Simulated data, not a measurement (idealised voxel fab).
Process module heading - voxel capacitor over wiring
It is cross-section cut that appears here, measuring 235 nm in width, its square cells being 5 nm in size.
For the purposes of this document, a cross-section shall be understood as a grid of square cells, specified as bands listed in top-to-bottom order, each band consisting of one or more rows of cells. It is stipulated that each band's entry specify, in nanometres, the height of the top of the band and then that of its bottom, followed by the materials of the band in left-to-right sequence, each together with its width in nanometres. A single material marked by the word "throughout" is understood to fill the band from edge to edge; the word "empty" is understood to denote empty space. Beneath 0, the wafer as received is one material, and that level is where height counting begins. The lowest band goes on downward without a bottom; it is written like "z 0 and below". Width "30 to 40": first value at the band's top row of cells, second value at its bottom row, equal change from row to row. Take "nothing altered" at face value: in the step it is given for, the cross-section changed in none of its cells. Entry "Sealed void list". Content: empty spaces with no open connection to the top, size 8 cells or greater. Each: width x height at distance. Distance: from left edge. Unit: nm. That trailing text on a step's line, after the settings, is the simulator's own remark on the step. When a step includes a mask, the "overlay nm" setting on its line states how far to the right of its planned place that mask lay, and negative values state how far to the left.
The planned process steps are enumerated hereunder
1: RECEIVE, material Si
2: CONFORMAL_DEP, material SiO2, thk nm 15
3: CONFORMAL_DEP, material SiCN, thk nm 5
4: DIRECTIONAL_DEP, material lowk, thk nm 20
5: DIRECTIONAL_DEP, material aC, thk nm 10
6: PATTERN, tone open, mask id METAL_1, material resist, width nm 25, pitch nm 85, thk nm 25, overlay nm 0
7: DIRECTIONAL_ETCH, etch materials aC, depth nm 10
8: STRIP, etch materials resist
9: DIRECTIONAL_ETCH, etch materials lowk, depth nm 20
10: DIRECTIONAL_ETCH, etch materials SiCN, depth nm 5
11: STRIP, etch materials aC
12: CONFORMAL_DEP, material TiN, thk nm 5
13: FILL_DEP, material Cu, thk nm 10
14: CMP, height nm 40
15: CONFORMAL_DEP, material SiCN, thk nm 5
16: DIRECTIONAL_DEP, material SiO2, thk nm 15
17: PATTERN, tone open, mask id PLUG_1, material resist, width nm 15, thk nm 20, overlay nm 0
18: DIRECTIONAL_ETCH, etch materials SiO2, depth nm 15
19: DIRECTIONAL_ETCH, etch materials SiCN, depth nm 5
20: STRIP, etch materials resist
21: CONFORMAL_DEP, material TiN, thk nm 5
22: FILL_DEP, material Ru, thk nm 10
23: CMP, height nm 60
24: DIRECTIONAL_DEP, material TiN, thk nm 5
25: DIRECTIONAL_DEP, material HfO2, thk nm 5
26: DIRECTIONAL_DEP, material TiN, thk nm 5
27: PATTERN, tone cover, mask id UPPER_PLATE, material resist, width nm 65, thk nm 20, overlay nm 0
28: DIRECTIONAL_ETCH, etch materials TiN, depth nm 5
29: DIRECTIONAL_ETCH, etch materials HfO2, depth nm 5
30: STRIP, etch materials resist
31: MASKED_ETCH, tone cover, mask id LOWER_PLATE, width nm 75, etch materials TiN, depth nm 5, overlay nm 0
32: FILL_DEP, material SiO2, thk nm 15
33: CMP, height nm 85
34: PATTERN, tone open, mask id PLUG_2, material resist, width nm 15, thk nm 20, overlay nm 0
35: DIRECTIONAL_ETCH, etch materials SiO2, depth nm 10
36: STRIP, etch materials resist
37: CONFORMAL_DEP, material TiN, thk nm 5
38: FILL_DEP, material W, thk nm 5
39: CMP, height nm 85
40: CONFORMAL_DEP, material SiN, thk nm 5
First wafer of two (run as planned)
As-received state of the wafer in cross-section, equivalent to post-step 1
* z 0 and below | Si throughout
* Sealed void list: none
The wafer, seen in cross-section, after step 2
* z 15 to 0 | SiO2 throughout
* Whatever lies below 0 is exactly as it was before.
The wafer, seen in cross-section, after step 3
* z 20 to 15 | SiCN throughout
* Whatever lies below 15 is exactly as it was before.
The wafer, seen in cross-section, after step 4
* z 40 to 20 | lowk throughout
* Whatever lies below 20 is exactly as it was before.
The wafer, seen in cross-section, after step 5
* z 50 to 40 | aC throughout
* Whatever lies below 40 is exactly as it was before.
The wafer, seen in cross-section, after step 6
* z 75 to 50 | 60 resist / 25 empty / 60 resist / 25 empty / 65 resist
* Whatever lies below 50 is exactly as it was before.
The wafer, seen in cross-section, after step 7
* z 65 to 50 | 60 resist / 25 empty / 60 resist / 25 empty / 65 resist
* z 50 to 40 | 60 aC / 25 empty / 60 aC / 25 empty / 65 aC
* Whatever lies below 40 is exactly as it was before.
The wafer, seen in cross-section, after step 8
* z 50 to 40 | 60 aC / 25 empty / 60 aC / 25 empty / 65 aC
* Whatever lies below 40 is exactly as it was before.
The wafer, seen in cross-section, after step 9
* z 50 to 40 | 60 aC / 25 empty / 60 aC / 25 empty / 65 aC
* z 40 to 20 | 60 lowk / 25 empty / 60 lowk / 25 empty / 65 lowk
* Whatever lies below 20 is exactly as it was before.
The wafer, seen in cross-section, after step 10
* z 50 to 40 | 60 aC / 25 empty / 60 aC / 25 empty / 65 aC
* z 40 to 20 | 60 lowk / 25 empty / 60 lowk / 25 empty / 65 lowk
* z 20 to 15 | 60 SiCN / 25 empty / 60 SiCN / 25 empty / 65 SiCN
* Whatever lies below 15 is exactly as it was before.
The wafer, seen in cross-section, after step 11
* z 40 to 20 | 60 lowk / 25 empty / 60 lowk / 25 empty / 65 lowk
* Whatever lies below 20 is exactly as it was before.
The wafer, seen in cross-section, after step 12
* z 45 to 40 | 65 TiN / 15 empty / 70 TiN / 15 empty / 70 TiN
* z 40 to 20 | 60 lowk / 5 TiN / 15 empty / 5 TiN / 60 lowk / 5 TiN / 15 empty / 5 TiN / 65 lowk
* z 20 to 15 | 60 SiCN / 25 TiN / 60 SiCN / 25 TiN / 65 SiCN
* Whatever lies below 15 is exactly as it was before.
The wafer, seen in cross-section, after step 13
* z 55 to 45 | Cu throughout
* z 45 to 40 | 65 TiN / 15 Cu / 70 TiN / 15 Cu / 70 TiN
* z 40 to 20 | 60 lowk / 5 TiN / 15 Cu / 5 TiN / 60 lowk / 5 TiN / 15 Cu / 5 TiN / 65 lowk
* Whatever lies below 20 is exactly as it was before.
The wafer, seen in cross-section, after step 14
* z 40 to 20 | 60 lowk / 5 TiN / 15 Cu / 5 TiN / 60 lowk / 5 TiN / 15 Cu / 5 TiN / 65 lowk
* Whatever lies below 20 is exactly as it was before.
The wafer, seen in cross-section, after step 15
* z 45 to 40 | SiCN throughout
* Whatever lies below 40 is exactly as it was before.
The wafer, seen in cross-section, after step 16
* z 60 to 45 | SiO2 throughout
* Whatever lies below 45 is exactly as it was before.
The wafer, seen in cross-section, after step 17
* z 80 to 60 | 70 resist / 15 empty / 150 resist
* Whatever lies below 60 is exactly as it was before.
The wafer, seen in cross-section, after step 18
* z 80 to 60 | 70 resist / 15 empty / 150 resist
* z 60 to 45 | 70 SiO2 / 15 empty / 150 SiO2
* Whatever lies below 45 is exactly as it was before.
The wafer, seen in cross-section, after step 19
* z 80 to 60 | 70 resist / 15 empty / 150 resist
* z 60 to 45 | 70 SiO2 / 15 empty / 150 SiO2
* z 45 to 40 | 70 SiCN / 15 empty / 150 SiCN
* Whatever lies below 40 is exactly as it was before.
The wafer, seen in cross-section, after step 20
* z 60 to 45 | 70 SiO2 / 15 empty / 150 SiO2
* Whatever lies below 45 is exactly as it was before.
The wafer, seen in cross-section, after step 21
* z 65 to 60 | 75 TiN / 5 empty / 155 TiN
* z 60 to 45 | 70 SiO2 / 5 TiN / 5 empty / 5 TiN / 150 SiO2
* z 45 to 40 | 70 SiCN / 15 TiN / 150 SiCN
* Whatever lies below 40 is exactly as it was before.
The wafer, seen in cross-section, after step 22
* z 75 to 65 | Ru throughout
* z 65 to 60 | 75 TiN / 5 Ru / 155 TiN
* z 60 to 45 | 70 SiO2 / 5 TiN / 5 Ru / 5 TiN / 150 SiO2
* Whatever lies below 45 is exactly as it was before.
The wafer, seen in cross-section, after step 23
* z 60 to 45 | 70 SiO2 / 5 TiN / 5 Ru / 5 TiN / 150 SiO2
* Whatever lies below 45 is exactly as it was before.
The wafer, seen in cross-section, after step 24
* z 65 to 60 | TiN throughout
* Whatever lies below 60 is exactly as it was before.
The wafer, seen in cross-section, after step 25
* z 70 to 65 | HfO2 throughout
* Whatever lies below 65 is exactly as it was before.
The wafer, seen in cross-section, after step 26
* z 75 to 70 | TiN throughout
* Whatever lies below 70 is exactly as it was before.
The wafer, seen in cross-section, after step 27
* z 95 to 75 | 70 empty / 65 resist / 100 empty
* Whatever lies below 75 is exactly as it was before.
The wafer, seen in cross-section, after step 28
* z 95 to 75 | 70 empty / 65 resist / 100 empty
* z 75 to 70 | 70 empty / 65 TiN / 100 empty
* Whatever lies below 70 is exactly as it was before.
The wafer, seen in cross-section, after step 29
* z 95 to 75 | 70 empty / 65 resist / 100 empty
* z 75 to 70 | 70 empty / 65 TiN / 100 empty
* z 70 to 65 | 70 empty / 65 HfO2 / 100 empty
* Whatever lies below 65 is exactly as it was before.
The wafer, seen in cross-section, after step 30
* z 75 to 70 | 70 empty / 65 TiN / 100 empty
* Whatever lies below 70 is exactly as it was before.
The wafer, seen in cross-section, after step 31
* z 75 to 70 | 70 empty / 65 TiN / 100 empty
* z 70 to 65 | 70 empty / 65 HfO2 / 100 empty
* z 65 to 60 | 65 empty / 75 TiN / 95 empty
* Whatever lies below 60 is exactly as it was before.
The wafer, seen in cross-section, after step 32
* z 90 to 75 | SiO2 throughout
* z 75 to 70 | 70 SiO2 / 65 TiN / 100 SiO2
* z 70 to 65 | 70 SiO2 / 65 HfO2 / 100 SiO2
* z 65 to 60 | 65 SiO2 / 75 TiN / 95 SiO2
* Whatever lies below 60 is exactly as it was before.
The wafer, seen in cross-section, after step 33
* z 85 to 75 | SiO2 throughout
* Whatever lies below 75 is exactly as it was before.
The wafer, seen in cross-section, after step 34
* z 105 to 85 | 80 resist / 15 empty / 140 resist
* Whatever lies below 85 is exactly as it was before.
The wafer, seen in cross-section, after step 35
* z 105 to 85 | 80 resist / 15 empty / 140 resist
* z 85 to 75 | 80 SiO2 / 15 empty / 140 SiO2
* Whatever lies below 75 is exactly as it was before.
The wafer, seen in cross-section, after step 36
* z 85 to 75 | 80 SiO2 / 15 empty / 140 SiO2
* Whatever lies below 75 is exactly as it was before.
The wafer, seen in cross-section, after step 37
* z 90 to 85 | 85 TiN / 5 empty / 145 TiN
* z 85 to 80 | 80 SiO2 / 5 TiN / 5 empty / 5 TiN / 140 SiO2
* z 80 to 70 | 80 to 70 SiO2 / 15 to 65 TiN / 140 to 100 SiO2
* Whatever lies below 70 is exactly as it was before.
The wafer, seen in cross-section, after step 38
* z 95 to 90 | W throughout
* z 90 to 85 | 85 TiN / 5 W / 145 TiN
* z 85 to 80 | 80 SiO2 / 5 TiN / 5 W / 5 TiN / 140 SiO2
* Whatever lies below 80 is exactly as it was before.
The wafer, seen in cross-section, after step 39
* z 85 to 80 | 80 SiO2 / 5 TiN / 5 W / 5 TiN / 140 SiO2
* Whatever lies below 80 is exactly as it was before.
The wafer, seen in cross-section, after step 40
* z 90 to 85 | SiN throughout
* Whatever lies below 85 is exactly as it was before.
The Second Wafer: Common Origin and Plan, One Mistake in Execution, Identical to the First Through Step 14
The second wafer in cross-section, at the planned close of step 15
* z 55 to 40 | SiO2 throughout
* Whatever lies below 40 is exactly as it was before.
The second wafer in cross-section, at the planned close of step 16
* z 60 to 55 | SiCN throughout
* Whatever lies below 55 is exactly as it was before.
The second wafer in cross-section, at the planned close of step 17
* z 80 to 60 | 70 resist / 15 empty / 150 resist
* Whatever lies below 60 is exactly as it was before.
The second wafer in cross-section, at the planned close of step 18: nothing altered
The second wafer in cross-section, at the planned close of step 19
* z 80 to 60 | 70 resist / 15 empty / 150 resist
* z 60 to 55 | 70 SiCN / 15 empty / 150 SiCN
* Whatever lies below 55 is exactly as it was before.
The second wafer in cross-section, at the planned close of step 20
* z 60 to 55 | 70 SiCN / 15 empty / 150 SiCN
* Whatever lies below 55 is exactly as it was before.
The second wafer in cross-section, at the planned close of step 21
* z 65 to 60 | 75 TiN / 5 empty / 155 TiN
* z 60 to 55 | 70 SiCN / 15 TiN / 150 SiCN
* Whatever lies below 55 is exactly as it was before.
The second wafer in cross-section, at the planned close of step 22
* z 75 to 65 | Ru throughout
* z 65 to 60 | 75 TiN / 5 Ru / 155 TiN
* Whatever lies below 60 is exactly as it was before.
The second wafer in cross-section, at the planned close of step 23
* z 60 to 55 | 70 SiCN / 15 TiN / 150 SiCN
* Whatever lies below 55 is exactly as it was before.
The second wafer in cross-section, at the planned close of step 24
* z 65 to 60 | TiN throughout
* Whatever lies below 60 is exactly as it was before.
The second wafer in cross-section, at the planned close of step 25
* z 70 to 65 | HfO2 throughout
* Whatever lies below 65 is exactly as it was before.
The second wafer in cross-section, at the planned close of step 26
* z 75 to 70 | TiN throughout
* Whatever lies below 70 is exactly as it was before.
The second wafer in cross-section, at the planned close of step 27
* z 95 to 75 | 70 empty / 65 resist / 100 empty
* Whatever lies below 75 is exactly as it was before.
The second wafer in cross-section, at the planned close of step 28
* z 95 to 75 | 70 empty / 65 resist / 100 empty
* z 75 to 70 | 70 empty / 65 TiN / 100 empty
* Whatever lies below 70 is exactly as it was before.
The second wafer in cross-section, at the planned close of step 29
* z 95 to 75 | 70 empty / 65 resist / 100 empty
* z 75 to 70 | 70 empty / 65 TiN / 100 empty
* z 70 to 65 | 70 empty / 65 HfO2 / 100 empty
* Whatever lies below 65 is exactly as it was before.
The second wafer in cross-section, at the planned close of step 30
* z 75 to 70 | 70 empty / 65 TiN / 100 empty
* Whatever lies below 70 is exactly as it was before.
The second wafer in cross-section, at the planned close of step 31
* z 75 to 70 | 70 empty / 65 TiN / 100 empty
* z 70 to 65 | 70 empty / 65 HfO2 / 100 empty
* z 65 to 60 | 65 empty / 75 TiN / 95 empty
* Whatever lies below 60 is exactly as it was before.
The second wafer in cross-section, at the planned close of step 32
* z 90 to 75 | SiO2 throughout
* z 75 to 70 | 70 SiO2 / 65 TiN / 100 SiO2
* z 70 to 65 | 70 SiO2 / 65 HfO2 / 100 SiO2
* z 65 to 60 | 65 SiO2 / 75 TiN / 95 SiO2
* Whatever lies below 60 is exactly as it was before.
The second wafer in cross-section, at the planned close of step 33
* z 85 to 75 | SiO2 throughout
* Whatever lies below 75 is exactly as it was before.
The second wafer in cross-section, at the planned close of step 34
* z 105 to 85 | 80 resist / 15 empty / 140 resist
* Whatever lies below 85 is exactly as it was before.
The second wafer in cross-section, at the planned close of step 35
* z 105 to 85 | 80 resist / 15 empty / 140 resist
* z 85 to 75 | 80 SiO2 / 15 empty / 140 SiO2
* Whatever lies below 75 is exactly as it was before.
The second wafer in cross-section, at the planned close of step 36
* z 85 to 75 | 80 SiO2 / 15 empty / 140 SiO2
* Whatever lies below 75 is exactly as it was before.
The second wafer in cross-section, at the planned close of step 37
* z 90 to 85 | 85 TiN / 5 empty / 145 TiN
* z 85 to 80 | 80 SiO2 / 5 TiN / 5 empty / 5 TiN / 140 SiO2
* z 80 to 70 | 80 to 70 SiO2 / 15 to 65 TiN / 140 to 100 SiO2
* Whatever lies below 70 is exactly as it was before.
The second wafer in cross-section, at the planned close of step 38
* z 95 to 90 | W throughout
* z 90 to 85 | 85 TiN / 5 W / 145 TiN
* z 85 to 80 | 80 SiO2 / 5 TiN / 5 W / 5 TiN / 140 SiO2
* Whatever lies below 80 is exactly as it was before.
The second wafer in cross-section, at the planned close of step 39
* z 85 to 80 | 80 SiO2 / 5 TiN / 5 W / 5 TiN / 140 SiO2
* Whatever lies below 80 is exactly as it was before.
The second wafer in cross-section, at the planned close of step 40
* z 90 to 85 | SiN throughout
* Whatever lies below 85 is exactly as it was before.
What broke from the plan during processing? sequence error: steps 15 and 16 interchanged
Final cells, second wafer relative to first, materials higher or lower: 3 fewer of Ru | 9 more of SiO2 | 6 fewer of TiN
